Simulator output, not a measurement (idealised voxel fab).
Process module heading - voxel trench capacitor
The cross-section shown here is cut; it is 290 nm wide and divided into square cells measuring 5 nm on a side.
A cross-section is written here as square cells arranged in a grid, and it is given in bands from the top down, each band taking up one or more rows of cells. The entry gives the band's vertical extent as a top height and a bottom height in nm, then its horizontal make-up as materials from left to right, each with a width in nm. "empty" stands for empty space; a single material marked "everywhere" fills the band edge to edge. Heads up on the height convention: 0 is the point under which the incoming wafer is all one material, and the lowest band has no bottom, it just keeps going down, like "0 -> down". The notation "30->40" denotes a width that varies across the rows of cells in the band, beginning at the first number in the top row, finishing at the second number in the bottom row, and changing by an identical amount from each row to the next. It should be understood that the words "nothing altered", when stated for a given step, signify that the cross-section underwent no change in any of its cells during that step. Voids not open to the top, 8 cells minimum: see "Completely sealed voids". Written width x height at distance; distance is from the left edge; nm. Past the settings on a step's line: simulator remark, on that step. For masked steps, "overlay nm" on the step line gives how far right of plan the mask actually lay; a minus sign means it lay to the left.

# This section lists the process steps that were planned
step 1: RECEIVE [material Si]
step 2: CONFORMAL_DEP [material SiN] [thk nm 5]
step 3: DIRECTIONAL_DEP [material aC] [thk nm 10]
step 4: PATTERN [tone open] [mask id TRENCH] [material resist] [width nm 30] [pitch nm 55] [thk nm 25] [overlay nm 0]
step 5: DIRECTIONAL_ETCH [etch materials aC] [depth nm 10]
step 6: STRIP [etch materials resist]
step 7: DIRECTIONAL_ETCH [etch materials SiN] [depth nm 5]
step 8: DIRECTIONAL_ETCH [etch materials Si] [depth nm 40]
step 9: STRIP [etch materials aC]
step 10: CONFORMAL_DEP [material HfO2] [thk nm 5]
step 11: CONFORMAL_DEP [material TiN] [thk nm 5]
step 12: FILL_DEP [material W] [thk nm 5]
step 13: CMP [height nm 5]

# Cross-section of the wafer as it came to us, i.e., already through step 1
> 0 -> down  Si everywhere
> Completely sealed voids: none

# The module was run from the start shown above using the plan shown above, but one mistake was made doing it; the resulting wafer cross-section is below
> 5 -> 0  SiN 40; HfO2 5; TiN 5; W 10; TiN 5; HfO2 5; SiN 25; HfO2 5; TiN 5; W 10; TiN 5; HfO2 5; SiN 25; HfO2 5; TiN 5; W 10; TiN 5; HfO2 5; SiN 25; HfO2 5; TiN 5; W 10; TiN 5; HfO2 5; SiN 55
> 0 -> -30  Si 40; HfO2 5; TiN 5; W 10; TiN 5; HfO2 5; Si 25; HfO2 5; TiN 5; W 10; TiN 5; HfO2 5; Si 25; HfO2 5; TiN 5; W 10; TiN 5; HfO2 5; Si 25; HfO2 5; TiN 5; W 10; TiN 5; HfO2 5; Si 55
> -30 -> -35  Si 40; HfO2 5; TiN 20; HfO2 5; Si 25; HfO2 5; TiN 20; HfO2 5; Si 25; HfO2 5; TiN 20; HfO2 5; Si 25; HfO2 5; TiN 20; HfO2 5; Si 55
> -35 -> -40  Si 40; HfO2 30; Si 25; HfO2 30; Si 25; HfO2 30; Si 25; HfO2 30; Si 55
> -40 -> down  Si everywhere
> Completely sealed voids: none
Heads up, the wafer didn't run the way we planned it: step 4 off recipe, ran as PATTERN [tone open] [mask id TRENCH] [material resist] [width nm 30] [pitch nm 55] [thk nm 25] [overlay nm -5]
